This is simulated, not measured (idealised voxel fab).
This is a process module. Its name is voxel capacitor over wiring.
The width of the displayed cross-section, cut, is 150 nm; its cells are square, with a size of 5 nm.
Heads up, the way a cross-section reads in here is a grid of square cells, handed over as bands from the top down, with every band being one or more rows of cells.
Read a band's entry like this: the first values are the height of its top and the height of its bottom in nm, and what follows is the sequence of materials from left to right, each with its width in nm. Note that "blank" is empty space, and that a single material marked "full width" reaches across the band from edge to edge.
Ref level 0: as-received wafer is one material below here. Bottom band extends down with no lower bound ("0 nm and below").
Width: "30->40" (first number = top row, second number = bottom row, same change from row to row of cells).
The designation "no modification", where it is given for a processing step, indicates that no cell of the cross-section was altered in the course of that step.
Entry "Enclosed void entries". Content: empty spaces with no open connection to the top, size 8 cells or greater. Each: width x height at distance. Distance: from left edge. Unit: nm.
Heads up: the bit after the settings on a step's line is the simulator's remark on that step.
The optional step-line setting "overlay nm" applies to steps with a mask and quantifies how far to the right of its planned location the mask lay, a negative value indicating leftward placement.
Reading guide: pairs of cross-sections, before and after one process step; after view cut off at lowest changed band; step and settings listed under each pair. Pairs may stem from different runs of this module on the same starting wafer; continuity with the pair above only where the "Before processing" entry states it.
Before processing:
- 60 nm to 45 nm: blank (20), then resist (20), then blank (70), then resist (20), then blank (20)
- 45 nm to 20 nm: blank (20), then SiO2 (20), then blank (70), then SiO2 (20), then blank (20)
- 20 nm to 15 nm: SiCN full width
- 15 nm to 0 nm: SiO2 full width
- 0 nm and below: Si full width
- Enclosed void entries: none
Post-Process Section:
- 60 nm to 45 nm: blank (20), then resist (20), then blank (70), then resist (20), then blank (20)
- 45 nm to 20 nm: blank (20), then SiO2 (20), then blank (70), then SiO2 (20), then blank (20)
- 20 nm to 15 nm: blank (20), then SiCN (20), then blank (70), then SiCN (20), then blank (20)
- Everything below 15 is unchanged.
- Enclosed void entries: none
Step between the cross-sections above: op DIRECTIONAL_ETCH | etch materials SiCN | depth nm 5
Before processing: just use the after drawing of the pair above as your starting point.
Post-Process Section:
- 45 nm to 20 nm: blank (20), then SiO2 (20), then blank (70), then SiO2 (20), then blank (20)
- Everything below 20 is unchanged.
- Enclosed void entries: none
Step between the cross-sections above: op STRIP | etch materials resist
Before processing: just use the after drawing of the pair above as your starting point.
Post-Process Section:
- 50 nm to 45 nm: blank (15), then TiN (30), then blank (60), then TiN (30), then blank (15)
- 45 nm to 20 nm: blank (15), then TiN (5), then SiO2 (20), then TiN (5), then blank (60), then TiN (5), then SiO2 (20), then TiN (5), then blank (15)
- 20 nm to 15 nm: TiN (20), then SiCN (20), then TiN (70), then SiCN (20), then TiN (20)
- Everything below 15 is unchanged.
- Enclosed void entries: none
Step between the cross-sections above: op CONFORMAL_DEP | material TiN | thk nm 5
Before processing: just use the after drawing of the pair above as your starting point.
Post-Process Section:
- 60 nm to 50 nm: W full width
- 50 nm to 45 nm: W (15), then TiN (30), then W (60), then TiN (30), then W (15)
- 45 nm to 20 nm: W (15), then TiN (5), then SiO2 (20), then TiN (5), then W (60), then TiN (5), then SiO2 (20), then TiN (5), then W (15)
- Everything below 20 is unchanged.
- Enclosed void entries: none
Step between the cross-sections above: op FILL_DEP | material W | thk nm 10
Before processing: just use the after drawing of the pair above as your starting point.
Post-Process Section:
- 45 nm to 20 nm: W (15), then TiN (5), then SiO2 (20), then TiN (5), then W (60), then TiN (5), then SiO2 (20), then TiN (5), then W (15)
- Everything below 20 is unchanged.
- Enclosed void entries: none
Step between the cross-sections above: op CMP | height nm 45
Before processing: just use the after drawing of the pair above as your starting point.
Post-Process Section:
- 50 nm to 45 nm: SiCN full width
- Everything below 45 is unchanged.
- Enclosed void entries: none
Step between the cross-sections above: op CONFORMAL_DEP | material SiCN | thk nm 5
Before processing: just use the after drawing of the pair above as your starting point.
Post-Process Section:
- 60 nm to 50 nm: lowk full width
- Everything below 50 is unchanged.
- Enclosed void entries: none
Step between the cross-sections above: op DIRECTIONAL_DEP | material lowk | thk nm 10
Before processing: just use the after drawing of the pair above as your starting point.
Post-Process Section:
- 60 nm to 50 nm: lowk (25), then blank (15), then lowk (110)
- Everything below 50 is unchanged.
- Enclosed void entries: none
Step between the cross-sections above: op MASKED_ETCH | tone open | mask id PLUG_1 | width nm 15 | etch materials lowk | depth nm 10 | overlay nm 0
Before processing: just use the after drawing of the pair above as your starting point.
Post-Process Section:
- 60 nm to 50 nm: lowk (25), then blank (15), then lowk (110)
- 50 nm to 45 nm: SiCN (25), then blank (15), then SiCN (110)
- Everything below 45 is unchanged.
- Enclosed void entries: none
Step between the cross-sections above: op MASKED_ETCH | tone open | mask id PLUG_1 | width nm 15 | etch materials SiCN | depth nm 5 | overlay nm 0
Before processing: just use the after drawing of the pair above as your starting point.
Post-Process Section:
- 70 nm to 60 nm: TiN (25), then blank (15), then TiN (110)
- 60 nm to 55 nm: lowk (25), then blank (15), then lowk (110)
- 55 nm to 50 nm: lowk (25), then TiN (15), then lowk (110)
- 50 nm to 45 nm: SiCN (25), then TiN (15), then SiCN (110)
- Everything below 45 is unchanged.
- Enclosed void entries: none
Step between the cross-sections above: op DIRECTIONAL_DEP | material TiN | thk nm 10
Before processing: just use the after drawing of the pair above as your starting point.
Post-Process Section:
- 75 nm to 70 nm: HfO2 (25), then blank (15), then HfO2 (110)
- 70 nm to 60 nm: TiN (25), then blank (15), then TiN (110)
- 60 nm to 55 nm: lowk (25), then HfO2 (15), then lowk (110)
- Everything below 55 is unchanged.
- Enclosed void entries: none
Step between the cross-sections above: op DIRECTIONAL_DEP | material HfO2 | thk nm 5
Before processing: just use the after drawing of the pair above as your starting point.
Post-Process Section:
- 85 nm to 75 nm: TiN (25), then blank (15), then TiN (110)
- 75 nm to 70 nm: HfO2 (25), then blank (15), then HfO2 (110)
- 70 nm to 60 nm: TiN full width
- Everything below 60 is unchanged.
- Enclosed void entries: none
Step between the cross-sections above: op DIRECTIONAL_DEP | material TiN | thk nm 10
Before processing: just use the after drawing of the pair above as your starting point.
Post-Process Section:
- 85 nm to 75 nm: blank (40), then TiN (60), then blank (50)
- Everything below 75 is unchanged.
- Enclosed void entries: none
Step between the cross-sections above: op MASKED_ETCH | tone cover | mask id UPPER_PLATE | width nm 75 | etch materials TiN | depth nm 10 | overlay nm 0
Before processing: just use the after drawing of the pair above as your starting point.
Post-Process Section:
- 85 nm to 75 nm: blank (40), then TiN (60), then blank (50)
- 75 nm to 70 nm: blank (40), then HfO2 (60), then blank (50)
- Everything below 70 is unchanged.
- Enclosed void entries: none
Step between the cross-sections above: op MASKED_ETCH | tone cover | mask id UPPER_PLATE | width nm 75 | etch materials HfO2 | depth nm 5 | overlay nm 0
Before processing: just use the after drawing of the pair above as your starting point.
Post-Process Section:
- 100 nm to 85 nm: blank (40), then aC (60), then blank (50)
- 85 nm to 75 nm: aC (40), then TiN (60), then aC (50)
- 75 nm to 70 nm: aC (40), then HfO2 (60), then aC (50)
- Everything below 70 is unchanged.
- Enclosed void entries: none
Step between the cross-sections above: op DIRECTIONAL_DEP | material aC | thk nm 15
Before processing: just use the after drawing of the pair above as your starting point.
Post-Process Section:
- 135 nm to 100 nm: blank (20), then resist (85), then blank (45)
- 100 nm to 85 nm: blank (20), then resist (20), then aC (60), then resist (5), then blank (45)
- Everything below 85 is unchanged.
- Enclosed void entries: none
Step between the cross-sections above: op PATTERN | tone cover | mask id LOWER_PLATE | material resist | width nm 85 | thk nm 35 | overlay nm 0
Before processing: just use the after drawing of the pair above as your starting point.
Post-Process Section:
- 120 nm to 100 nm: blank (20), then resist (85), then blank (45)
- 100 nm to 85 nm: blank (20), then resist (20), then aC (60), then resist (5), then blank (45)
- 85 nm to 75 nm: blank (20), then aC (20), then TiN (60), then aC (5), then blank (45)
- 75 nm to 70 nm: blank (20), then aC (20), then HfO2 (60), then aC (5), then blank (45)
- Everything below 70 is unchanged.
- Enclosed void entries: none
Step between the cross-sections above: op DIRECTIONAL_ETCH | etch materials aC | depth nm 15
Before processing: just use the after drawing of the pair above as your starting point.
Post-Process Section:
- 100 nm to 85 nm: blank (40), then aC (60), then blank (50)
- Everything below 85 is unchanged.
- Enclosed void entries: none
Step between the cross-sections above: op STRIP | etch materials resist
Before processing: just use the after drawing of the pair above as your starting point.
Post-Process Section:
- 100 nm to 85 nm: blank (40), then aC (60), then blank (50)
- 85 nm to 75 nm: blank (20), then aC (20), then TiN (60), then aC (5), then blank (45)
- 75 nm to 70 nm: blank (20), then aC (20), then HfO2 (60), then aC (5), then blank (45)
- 70 nm to 60 nm: blank (20), then TiN (85), then blank (45)
- Everything below 60 is unchanged.
- Enclosed void entries: none
Step between the cross-sections above: op DIRECTIONAL_ETCH | etch materials TiN | depth nm 10
Before processing: just use the after drawing of the pair above as your starting point.
Post-Process Section:
- 85 nm to 75 nm: blank (40), then TiN (60), then blank (50)
- 75 nm to 70 nm: blank (40), then HfO2 (60), then blank (50)
- Everything below 70 is unchanged.
- Enclosed void entries: none
Step between the cross-sections above: op STRIP | etch materials aC
Before processing: just use the after drawing of the pair above as your starting point.
Post-Process Section:
- 105 nm to 85 nm: SiO2 full width
- 85 nm to 75 nm: SiO2 (40), then TiN (60), then SiO2 (50)
- 75 nm to 70 nm: SiO2 (40), then HfO2 (60), then SiO2 (50)
- 70 nm to 60 nm: SiO2 (20), then TiN (85), then SiO2 (45)
- Everything below 60 is unchanged.
- Enclosed void entries: none
Step between the cross-sections above: op FILL_DEP | material SiO2 | thk nm 20
Before processing: just use the after drawing of the pair above as your starting point.
Post-Process Section:
- 100 nm to 85 nm: SiO2 full width
- Everything below 85 is unchanged.
- Enclosed void entries: none
Step between the cross-sections above: op CMP | height nm 100
Before processing: just use the after drawing of the pair above as your starting point.
Post-Process Section:
- 100 nm to 85 nm: SiO2 (35), then blank (15), then SiO2 (100)
- Everything below 85 is unchanged.
- Enclosed void entries: none
Step between the cross-sections above: op MASKED_ETCH | tone open | mask id PLUG_2 | width nm 15 | etch materials SiO2 | depth nm 15 | overlay nm 0
Before processing: just use the after drawing of the pair above as your starting point.
Post-Process Section:
- 105 nm to 100 nm: TiN (40), then blank (5), then TiN (105)
- 100 nm to 90 nm: SiO2 (35), then TiN (5), then blank (5), then TiN (5), then SiO2 (100)
- 90 nm to 85 nm: SiO2 (35), then TiN (15), then SiO2 (100)
- Everything below 85 is unchanged.
- Enclosed void entries: none
Step between the cross-sections above: op CONFORMAL_DEP | material TiN | thk nm 5
Before processing: just use the after drawing of the pair above as your starting point.
Post-Process Section:
- 110 nm to 105 nm: Cu full width
- 105 nm to 100 nm: TiN (40), then Cu (5), then TiN (105)
- 100 nm to 90 nm: SiO2 (35), then TiN (5), then Cu (5), then TiN (5), then SiO2 (100)
- Everything below 90 is unchanged.
- Enclosed void entries: none
Step between the cross-sections above: op FILL_DEP | material Cu | thk nm 5
Before processing: just use the after drawing of the pair above as your starting point.
Post-Process Section:
- 100 nm to 90 nm: SiO2 (35), then TiN (5), then Cu (5), then TiN (5), then SiO2 (100)
- Everything below 90 is unchanged.
- Enclosed void entries: none
Step between the cross-sections above: op CMP | height nm 100
Before processing: just use the after drawing of the pair above as your starting point.
Post-Process Section:
- 105 nm to 100 nm: SiCN full width
- Everything below 100 is unchanged.
- Enclosed void entries: none
Step between the cross-sections above: op CONFORMAL_DEP | material SiCN | thk nm 5
